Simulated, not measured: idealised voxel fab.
This section sets out a process module, namely voxel capacitor over wiring.
The figure presents cross-section cut, which has a width of 300 nm and is divided into square cells with an edge length of 5 nm.
Heads up, the way a cross-section reads in here is a grid of square cells, handed over as bands from the top down, with every band being one or more rows of cells. The band entry comprises the height of the band's top followed by the height of its bottom, expressed in nm, and subsequently the band's materials from left to right, each stated together with its width in nm. Where a single material is marked with the word "all across", that material fills the band from edge to edge. The word "air" represents empty space. A quick word on heights: they are counted from 0, and under that level the wafer as it came to us is one material throughout. The lowest band is different from the rest in having no bottom; it simply continues downward, written as in "0 nm and below". Quick explanation for "30 to 40": the width changes in equal steps down the rows of cells, from the first number in the band's top row to the second number in its bottom row. "nothing changed" (step): cross-section cells unchanged, all of them. This entry, "Closed void catalog", enumerates those empty regions of no fewer than 8 cells that possess no open connection to the top. Each region is reported in the form width x height at distance, the distance being taken from the left edge, with all three quantities expressed in nm. The remark found on a step's line after its settings is issued by the simulator itself and pertains to that step. The optional step-line setting "overlay nm" applies to steps with a mask and quantifies how far to the right of its planned location the mask lay, a negative value indicating leftward placement.
# These are the steps we planned for the process
1,RECEIVE, material Si
2,CONFORMAL_DEP, material SiO2, thk nm 15
3,CONFORMAL_DEP, material SiN, thk nm 5
4,DIRECTIONAL_DEP, material SiO2, thk nm 15
5,PATTERN, tone open, mask id METAL_1, material resist, width nm 25, pitch nm 85, thk nm 20, overlay nm 0
6,DIRECTIONAL_ETCH, etch materials SiO2, depth nm 15
7,DIRECTIONAL_ETCH, etch materials SiN, depth nm 5
8,STRIP, etch materials resist
9,CONFORMAL_DEP, material TiN, thk nm 5
10,FILL_DEP, material Cu, thk nm 5
11,CMP, height nm 35
12,EPI, material Ru, thk nm 5
13,FILL_DEP, material SiCN, thk nm 5
14,DIRECTIONAL_DEP, material SiO2, thk nm 20
15,PATTERN, tone open, mask id PLUG_1, material resist, width nm 15, thk nm 15, overlay nm 0
16,DIRECTIONAL_ETCH, etch materials SiO2, depth nm 20
17,DIRECTIONAL_ETCH, etch materials SiCN, depth nm 5
18,STRIP, etch materials resist
19,CONFORMAL_DEP, material TiN, thk nm 5
20,FILL_DEP, material W, thk nm 5
21,CMP, height nm 65
22,DIRECTIONAL_DEP, material TiN, thk nm 5
23,DIRECTIONAL_DEP, material SiN, thk nm 5
24,DIRECTIONAL_DEP, material TiN, thk nm 5
25,DIRECTIONAL_DEP, material aC, thk nm 15
26,PATTERN, tone cover, mask id UPPER_PLATE, material resist, width nm 65, thk nm 35, overlay nm 0
27,DIRECTIONAL_ETCH, etch materials aC, depth nm 15
28,STRIP, etch materials resist
29,DIRECTIONAL_ETCH, etch materials TiN, depth nm 5
30,DIRECTIONAL_ETCH, etch materials SiN, depth nm 5
31,STRIP, etch materials aC
32,MASKED_ETCH, tone cover, mask id LOWER_PLATE, width nm 75, etch materials TiN, depth nm 5, overlay nm 0
33,FILL_DEP, material SiO2, thk nm 20
34,CMP, height nm 95
35,PATTERN, tone open, mask id PLUG_2, material resist, width nm 15, thk nm 20, overlay nm 0
36,DIRECTIONAL_ETCH, etch materials SiO2, depth nm 15
37,STRIP, etch materials resist
38,CONFORMAL_DEP, material TiN, thk nm 5
39,FILL_DEP, material W, thk nm 5
40,CMP, height nm 95
41,CONFORMAL_DEP, material SiN, thk nm 5
# Delivered wafer in cross-section: state after step 1
  0 nm and below | Si all across
  Closed void catalog: none
# Cross-sectional result after module completion. Note: starting condition and plan are unchanged from above; one processing mistake was made
  100 nm to 95 nm | SiN all across
  95 nm to 85 nm | SiO2=115  TiN=5  W=5  TiN=5  SiO2=170
  85 nm to 75 nm | SiO2=115 to 105  TiN=15 to 65  SiO2=170 to 130
  75 nm to 70 nm | SiO2=105  SiN=65  SiO2=130
  70 nm to 65 nm | SiO2=100  TiN=75  SiO2=125
  65 nm to 45 nm | W=100  TiN=5  SiO2=15  TiN=5  W=175
  45 nm to 40 nm | TiN=105  SiCN=15  TiN=180
  40 nm to 35 nm | SiCN=90  Ru=35  SiCN=50  Ru=35  SiCN=90
  35 nm to 20 nm | SiO2=95  TiN=5  Cu=15  TiN=5  SiO2=60  TiN=5  Cu=15  TiN=5  SiO2=95
  20 nm to 15 nm | SiN=95  TiN=25  SiN=60  TiN=25  SiN=95
  15 nm to 0 nm | SiO2 all across
  0 nm and below | Si all across
  Closed void catalog: none
what went wrong: off-plan run, step 15, actual operation and settings PATTERN, tone cover, mask id PLUG_1, material resist, width nm 15, thk nm 15, overlay nm 0
